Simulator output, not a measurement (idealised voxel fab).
process module | voxel quadruple lines
cross-section cut | 245 nm wide | cells 5 nm
A cross-section is a grid of square cells, given in bands from the top down. A band is one or more rows of cells.
Each band's line starts with the height of the band's top and of its bottom, in nm. Then come its materials from left to right, each with its width in nm. One material with "throughout" fills the band from edge to edge. "air" is empty space.
Height 0 is the level under which the wafer as received is all one material. The lowest band goes on downwards, as in "0 down".
A width such as "30 to 40" changes by the same amount from each row of cells to the next, from the band's top row to its bottom row.
"no change" after a step means that no cell of the cross-section changed.
closed voids: empty space of 8 cells or more with no open way to the top, each as width x height at its distance from the left edge, in nm
after a step's settings: what the simulator itself notes on the step
overlay nm, on a step with a mask: how far to the right of its planned place the mask lay; to the left if negative
plan
1 op RECEIVE | material Si
2 op CONFORMAL_DEP | material Al2O3 | thk nm 5
3 op DIRECTIONAL_DEP | material Ru | thk nm 10
4 op DIRECTIONAL_DEP | material polySi | thk nm 15
5 op DIRECTIONAL_DEP | material aC | thk nm 25
6 op PATTERN | tone cover | mask id MANDREL | material resist | width nm 35 | pitch nm 100 | thk nm 30 | overlay nm 0
7 op DIRECTIONAL_ETCH | etch materials aC | depth nm 25
8 op STRIP | etch materials resist
9 op CONFORMAL_DEP | material SiO2 | thk nm 15
10 op DIRECTIONAL_ETCH | etch materials SiO2 | depth nm 15
11 op STRIP | etch materials aC
12 op DIRECTIONAL_ETCH | etch materials polySi | depth nm 15
13 op STRIP | etch materials SiO2
14 op CONFORMAL_DEP | material SiN | thk nm 10
15 op DIRECTIONAL_ETCH | etch materials SiN | depth nm 10
16 op STRIP | etch materials polySi
17 op DIRECTIONAL_ETCH | etch materials Ru | depth nm 10
18 op STRIP | etch materials SiN
19 op FILL_DEP | material SiO2 | thk nm 5
20 op CMP | height nm 15
as received, after step 1
  0 down: Si throughout
  closed voids: none
a wafer at the end: this start, this plan, one mistake
  15 to 10: Al2O3 throughout
  10 to 0: Ru throughout
  0 down: Si throughout
  closed voids: none
what went wrong: steps 2 and 3 were swapped
